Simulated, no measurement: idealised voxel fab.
Process module, titled voxel self aligned contacts
Square cell edge 5 nm, section width 220 nm, ID cut.
The cross-sections in this document take the form of a grid made of square cells. They are written out as bands, in order from top to bottom. Each band consists of one or more rows of cells.
For a band, the entry starts with two heights in nm, that of the top and then that of the bottom, and carries on with the band's materials in order from left to right, each alongside its width in nm; the word "throughout" beside a single material means it fills the band edge to edge, and "empty" means empty space.
For the purposes of this specification, 0 denotes the height below which the wafer in its as-received condition is composed wholly of one material, and the lowermost band, lacking a lower limit, extends downward without end, as expressed in "top 0, no bottom".
Think of "30 to 40" as a width that walks from the first number to the second as you go down the band, top row to bottom row, taking equal-sized steps from row to row.
The cross-section has no changed cell in any step marked "all unchanged".
"Entrapped void list" means: voids of 8 cells or more that are shut off from the top with no open way through. Written width x height at distance, distance from the left edge, in nm.
If you see something after the settings on a step's line, that's the simulator's own remark about that step.
"overlay nm" answers the question of how far to the right of plan the mask lay on a step that has a mask, and when it is negative the answer is to the left.
### So here's the lineup of process steps we planned
1,RECEIVE | material Si
2,OXIDIZE | depth nm 5
3,DIRECTIONAL_DEP | material polySi | thk nm 30
4,DIRECTIONAL_DEP | material SiN | thk nm 15
5,MASKED_ETCH | tone cover | mask id GATE | width nm 30 | pitch nm 60 | etch materials SiN | depth nm 15 | overlay nm 0
6,MASKED_ETCH | tone cover | mask id GATE | width nm 30 | pitch nm 60 | etch materials polySi | depth nm 30 | overlay nm 0
7,CONFORMAL_DEP | material SiN | thk nm 5
8,DIRECTIONAL_ETCH | etch materials SiN | depth nm 5
9,FILL_DEP | material SiO2 | thk nm 15
10,CMP | height nm 55
11,PATTERN | tone open | mask id CONTACT | material resist | width nm 40 | pitch nm 60 | thk nm 20 | overlay nm 0
12,DIRECTIONAL_ETCH | etch materials SiO2 | depth nm 60
13,STRIP | etch materials resist
14,CONFORMAL_DEP | material TiN | thk nm 5
15,FILL_DEP | material W | thk nm 5
16,CMP | height nm 55
17,CONFORMAL_DEP | material SiN | thk nm 5
### So, the first of our two wafers, run just as we planned it
### As-received wafer cross-section (after step 1)
- top 0, no bottom  Si throughout
- Entrapped void list: none
### Take a look at the wafer's cross-section after step 2
- top 0, bottom -5  SiO2 throughout
- below -5: unchanged
### Take a look at the wafer's cross-section after step 3
- top 30, bottom 0  polySi throughout
- below 0: unchanged
### Take a look at the wafer's cross-section after step 4
- top 45, bottom 30  SiN throughout
- below 30: unchanged
### Take a look at the wafer's cross-section after step 5
- top 45, bottom 30  35 empty, 30 SiN, 30 empty, 30 SiN, 30 empty, 30 SiN, 35 empty
- below 30: unchanged
### Take a look at the wafer's cross-section after step 6
- top 45, bottom 30  35 empty, 30 SiN, 30 empty, 30 SiN, 30 empty, 30 SiN, 35 empty
- top 30, bottom 0  35 empty, 30 polySi, 30 empty, 30 polySi, 30 empty, 30 polySi, 35 empty
- below 0: unchanged
### Take a look at the wafer's cross-section after step 7
- top 50, bottom 30  30 empty, 40 SiN, 20 empty, 40 SiN, 20 empty, 40 SiN, 30 empty
- top 30, bottom 5  30 empty, 5 SiN, 30 polySi, 5 SiN, 20 empty, 5 SiN, 30 polySi, 5 SiN, 20 empty, 5 SiN, 30 polySi, 5 SiN, 30 empty
- top 5, bottom 0  35 SiN, 30 polySi, 30 SiN, 30 polySi, 30 SiN, 30 polySi, 35 SiN
- below 0: unchanged
### Take a look at the wafer's cross-section after step 8
- top 45, bottom 30  30 empty, 40 SiN, 20 empty, 40 SiN, 20 empty, 40 SiN, 30 empty
- top 30, bottom 0  30 empty, 5 SiN, 30 polySi, 5 SiN, 20 empty, 5 SiN, 30 polySi, 5 SiN, 20 empty, 5 SiN, 30 polySi, 5 SiN, 30 empty
- below 0: unchanged
### Take a look at the wafer's cross-section after step 9
- top 60, bottom 45  SiO2 throughout
- top 45, bottom 30  30 SiO2, 40 SiN, 20 SiO2, 40 SiN, 20 SiO2, 40 SiN, 30 SiO2
- top 30, bottom 0  30 SiO2, 5 SiN, 30 polySi, 5 SiN, 20 SiO2, 5 SiN, 30 polySi, 5 SiN, 20 SiO2, 5 SiN, 30 polySi, 5 SiN, 30 SiO2
- below 0: unchanged
### Take a look at the wafer's cross-section after step 10
- top 55, bottom 45  SiO2 throughout
- below 45: unchanged
### Take a look at the wafer's cross-section after step 11
- top 75, bottom 55  60 resist, 40 empty, 20 resist, 40 empty, 60 resist
- below 55: unchanged
### Take a look at the wafer's cross-section after step 12
- top 75, bottom 55  60 resist, 40 empty, 20 resist, 40 empty, 60 resist
- top 55, bottom 45  60 SiO2, 40 empty, 20 SiO2, 40 empty, 60 SiO2
- top 45, bottom 30  30 SiO2, 40 SiN, 20 empty, 40 SiN, 20 empty, 40 SiN, 30 SiO2
- top 30, bottom 0  30 SiO2, 5 SiN, 30 polySi, 5 SiN, 20 empty, 5 SiN, 30 polySi, 5 SiN, 20 empty, 5 SiN, 30 polySi, 5 SiN, 30 SiO2
- top 0, bottom -5  70 SiO2, 20 empty, 40 SiO2, 20 empty, 70 SiO2
- below -5: unchanged
### Take a look at the wafer's cross-section after step 13
- top 55, bottom 45  60 SiO2, 40 empty, 20 SiO2, 40 empty, 60 SiO2
- below 45: unchanged
### Take a look at the wafer's cross-section after step 14
- top 60, bottom 55  65 TiN, 30 empty, 30 TiN, 30 empty, 65 TiN
- top 55, bottom 45  60 SiO2, 5 to 15 TiN, 30 to 10 empty, 5 to 15 TiN, 20 SiO2, 5 to 15 TiN, 30 to 10 empty, 5 to 15 TiN, 60 SiO2
- top 45, bottom 30  30 SiO2, 40 SiN, 5 TiN, 10 empty, 5 TiN, 40 SiN, 5 TiN, 10 empty, 5 TiN, 40 SiN, 30 SiO2
- top 30, bottom 0  30 SiO2, 5 SiN, 30 polySi, 5 SiN, 5 TiN, 10 empty, 5 TiN, 5 SiN, 30 polySi, 5 SiN, 5 TiN, 10 empty, 5 TiN, 5 SiN, 30 polySi, 5 SiN, 30 SiO2
- top 0, bottom -5  70 SiO2, 20 TiN, 40 SiO2, 20 TiN, 70 SiO2
- below -5: unchanged
### Take a look at the wafer's cross-section after step 15
- top 65, bottom 60  W throughout
- top 60, bottom 55  65 TiN, 30 W, 30 TiN, 30 W, 65 TiN
- top 55, bottom 45  60 SiO2, 5 to 15 TiN, 30 to 10 W, 5 to 15 TiN, 20 SiO2, 5 to 15 TiN, 30 to 10 W, 5 to 15 TiN, 60 SiO2
- top 45, bottom 30  30 SiO2, 40 SiN, 5 TiN, 10 W, 5 TiN, 40 SiN, 5 TiN, 10 W, 5 TiN, 40 SiN, 30 SiO2
- top 30, bottom 0  30 SiO2, 5 SiN, 30 polySi, 5 SiN, 5 TiN, 10 W, 5 TiN, 5 SiN, 30 polySi, 5 SiN, 5 TiN, 10 W, 5 TiN, 5 SiN, 30 polySi, 5 SiN, 30 SiO2
- below 0: unchanged
### Take a look at the wafer's cross-section after step 16
- top 55, bottom 45  60 SiO2, 5 to 15 TiN, 30 to 10 W, 5 to 15 TiN, 20 SiO2, 5 to 15 TiN, 30 to 10 W, 5 to 15 TiN, 60 SiO2
- below 45: unchanged
### Take a look at the wafer's cross-section after step 17
- top 60, bottom 55  SiN throughout
- below 55: unchanged
### Wafer two. Identical start, identical plan. One mistake in execution. Identical history through step 5
### The second wafer cut through, at the time step 6 was supposed to be finished
- top 45, bottom 30  35 empty, 30 SiN, 30 empty, 30 SiN, 30 empty, 30 SiN, 35 empty
- top 30, bottom 0  25 empty, 40 polySi, 20 empty, 40 polySi, 20 empty, 40 polySi, 35 empty
- below 0: unchanged
### The second wafer cut through, at the time step 7 was supposed to be finished
- top 50, bottom 35  30 empty, 40 SiN, 20 empty, 40 SiN, 20 empty, 40 SiN, 30 empty
- top 35, bottom 30  20 empty, 50 SiN, 10 empty, 50 SiN, 10 empty, 50 SiN, 30 empty
- top 30, bottom 5  20 empty, 5 SiN, 40 polySi, 5 SiN, 10 empty, 5 SiN, 40 polySi, 5 SiN, 10 empty, 5 SiN, 40 polySi, 5 SiN, 30 empty
- top 5, bottom 0  25 SiN, 40 polySi, 20 SiN, 40 polySi, 20 SiN, 40 polySi, 35 SiN
- below 0: unchanged
### The second wafer cut through, at the time step 8 was supposed to be finished
- top 45, bottom 30  30 empty, 40 SiN, 20 empty, 40 SiN, 20 empty, 40 SiN, 30 empty
- top 30, bottom 0  20 empty, 5 SiN, 40 polySi, 5 SiN, 10 empty, 5 SiN, 40 polySi, 5 SiN, 10 empty, 5 SiN, 40 polySi, 5 SiN, 30 empty
- below 0: unchanged
### The second wafer cut through, at the time step 9 was supposed to be finished
- top 60, bottom 45  SiO2 throughout
- top 45, bottom 30  30 SiO2, 40 SiN, 20 SiO2, 40 SiN, 20 SiO2, 40 SiN, 30 SiO2
- top 30, bottom 0  20 SiO2, 5 SiN, 40 polySi, 5 SiN, 10 SiO2, 5 SiN, 40 polySi, 5 SiN, 10 SiO2, 5 SiN, 40 polySi, 5 SiN, 30 SiO2
- below 0: unchanged
### The second wafer cut through, at the time step 10 was supposed to be finished
- top 55, bottom 45  SiO2 throughout
- below 45: unchanged
### The second wafer cut through, at the time step 11 was supposed to be finished
- top 75, bottom 55  60 resist, 40 empty, 20 resist, 40 empty, 60 resist
- below 55: unchanged
### The second wafer cut through, at the time step 12 was supposed to be finished
- top 75, bottom 55  60 resist, 40 empty, 20 resist, 40 empty, 60 resist
- top 55, bottom 45  60 SiO2, 40 empty, 20 SiO2, 40 empty, 60 SiO2
- top 45, bottom 30  30 SiO2, 40 SiN, 20 empty, 40 SiN, 20 empty, 40 SiN, 30 SiO2
- top 30, bottom 0  20 SiO2, 5 SiN, 40 polySi, 5 SiN, 10 empty, 5 SiN, 40 polySi, 5 SiN, 10 empty, 5 SiN, 40 polySi, 5 SiN, 30 SiO2
- top 0, bottom -5  70 SiO2, 10 empty, 50 SiO2, 10 empty, 80 SiO2
- below -5: unchanged
### The second wafer cut through, at the time step 13 was supposed to be finished
- top 55, bottom 45  60 SiO2, 40 empty, 20 SiO2, 40 empty, 60 SiO2
- below 45: unchanged
### The second wafer cut through, at the time step 14 was supposed to be finished
- top 60, bottom 55  65 TiN, 30 empty, 30 TiN, 30 empty, 65 TiN
- top 55, bottom 45  60 SiO2, 5 to 15 TiN, 30 to 10 empty, 5 to 15 TiN, 20 SiO2, 5 to 15 TiN, 30 to 10 empty, 5 to 15 TiN, 60 SiO2
- top 45, bottom 35  30 SiO2, 40 SiN, 5 TiN, 10 empty, 5 TiN, 40 SiN, 5 TiN, 10 empty, 5 TiN, 40 SiN, 30 SiO2
- top 35, bottom 30  30 SiO2, 40 SiN, 20 TiN, 40 SiN, 20 TiN, 40 SiN, 30 SiO2
- top 30, bottom 0  20 SiO2, 5 SiN, 40 polySi, 5 SiN, 10 TiN, 5 SiN, 40 polySi, 5 SiN, 10 TiN, 5 SiN, 40 polySi, 5 SiN, 30 SiO2
- top 0, bottom -5  70 SiO2, 10 TiN, 50 SiO2, 10 TiN, 80 SiO2
- below -5: unchanged
### The second wafer cut through, at the time step 15 was supposed to be finished
- top 65, bottom 60  W throughout
- top 60, bottom 55  65 TiN, 30 W, 30 TiN, 30 W, 65 TiN
- top 55, bottom 45  60 SiO2, 5 to 15 TiN, 30 to 10 W, 5 to 15 TiN, 20 SiO2, 5 to 15 TiN, 30 to 10 W, 5 to 15 TiN, 60 SiO2
- top 45, bottom 35  30 SiO2, 40 SiN, 5 TiN, 10 W, 5 TiN, 40 SiN, 5 TiN, 10 W, 5 TiN, 40 SiN, 30 SiO2
- below 35: unchanged
### The second wafer cut through, at the time step 16 was supposed to be finished
- top 55, bottom 45  60 SiO2, 5 to 15 TiN, 30 to 10 W, 5 to 15 TiN, 20 SiO2, 5 to 15 TiN, 30 to 10 W, 5 to 15 TiN, 60 SiO2
- below 45: unchanged
### The second wafer cut through, at the time step 17 was supposed to be finished
- top 60, bottom 55  SiN throughout
- below 55: unchanged
Processing error: step 6 ran as: MASKED_ETCH | tone cover | mask id GATE | width nm 30 | pitch nm 60 | etch materials polySi | depth nm 30 | overlay nm -10
Per the end-of-run cell counts, the second wafer holds more or fewer of some materials than the first: SiO2 -8; W -28; polySi +36
